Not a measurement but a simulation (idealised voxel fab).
process module | voxel ribs on slabs
Cross-section cut: width 165 nm, square cells of 5 nm.
How to read a cross-section here: the picture is a grid of square cells, written as bands going from the top down, and any band can span one or more rows of cells. The entry gives the band's vertical extent as a top height and a bottom height in nm, then its horizontal make-up as materials from left to right, each with a width in nm. "air" stands for empty space; a single material marked "edge to edge" fills the band edge to edge. Where do heights start? At 0: under that level the wafer as delivered is made of one material only. And the lowest band has no floor; it just carries on downward, as in "from 0 down". Width spec "30 to 40" -> top row of cells at first value, bottom row at second value, equal per-row change in between. Reading "stayed the same" for a step: not a cell of the cross-section changed in it. "Fully sealed voids": sealed empty spaces, 8 cells or more, no open way to top, listed width x height at distance, with distance from the left edge and width, height and distance in nm. Text after the settings on a step's line: the simulator's own remark on that step. Each step line may optionally specify "overlay nm", which for a step with a mask gives the rightward distance between the mask's planned place and where it lay, a negative value indicating the leftward direction.

THESE ARE THE STEPS WE PLANNED FOR THE PROCESS
- 1: RECEIVE | material Si
- 2: DIRECTIONAL_DEP | material SiO2 | thk nm 30
- 3: DIRECTIONAL_DEP | material SiN | thk nm 15
- 4: DIRECTIONAL_DEP | material aC | thk nm 10
- 5: PATTERN | tone cover | mask id RIB | material resist | width nm 25 | thk nm 25 | overlay nm 0
- 6: DIRECTIONAL_ETCH | etch materials aC | depth nm 10
- 7: STRIP | etch materials resist
- 8: DIRECTIONAL_ETCH | etch materials SiN | depth nm 10
- 9: STRIP | etch materials aC
- 10: MASKED_ETCH | tone cover | mask id SLAB | width nm 55 | etch materials SiN | depth nm 5 | overlay nm 0
- 11: FILL_DEP | material SiO2 | thk nm 25
- 12: CMP | height nm 65
- 13: DIRECTIONAL_DEP | material TiN | thk nm 5
- 14: DIRECTIONAL_DEP | material aC | thk nm 10
- 15: PATTERN | tone cover | mask id HEATER | material resist | width nm 35 | thk nm 30 | overlay nm 0
- 16: DIRECTIONAL_ETCH | etch materials aC | depth nm 10
- 17: STRIP | etch materials resist
- 18: DIRECTIONAL_ETCH | etch materials TiN | depth nm 5
- 19: STRIP | etch materials aC
- 20: CONFORMAL_DEP | material SiO2 | thk nm 10

AS-RECEIVED STATE OF THE WAFER IN CROSS-SECTION, EQUIVALENT TO POST-STEP 1
from 0 down = Si edge to edge
Fully sealed voids: none

THE FIRST OF THE TWO WAFERS AS SEEN IN CROSS-SECTION ONCE THE MODULE WAS FINISHED; PROCESSING FOLLOWED THE PLAN
from 80 to 75 = air 55 / SiO2 55 / air 55
from 75 to 70 = SiO2 edge to edge
from 70 to 65 = SiO2 65 / TiN 35 / SiO2 65
from 65 to 45 = SiO2 edge to edge
from 45 to 35 = SiO2 70 / SiN 25 / SiO2 70
from 35 to 30 = SiO2 55 / SiN 55 / SiO2 55
from 30 to 0 = SiO2 edge to edge
from 0 down = Si edge to edge
Fully sealed voids: none

WAFER TWO (OF TWO), END-OF-MODULE CROSS-SECTION: START = WAFER ONE, PLAN = WAFER ONE, ONE RUN MISTAKE
from 70 to 65 = air 65 / TiN 35 / air 65
from 65 to 45 = SiO2 edge to edge
from 45 to 35 = SiO2 70 / SiN 25 / SiO2 70
from 35 to 30 = SiO2 55 / SiN 55 / SiO2 55
from 30 to 0 = SiO2 edge to edge
from 0 down = Si edge to edge
Fully sealed voids: none
Which mistake was made when the wafer was run? step 20 of the plan was bypassed and not carried out
Wrapping up, a cell-based count of both wafers puts the second over or under the first for these materials: SiO2: 70 fewer
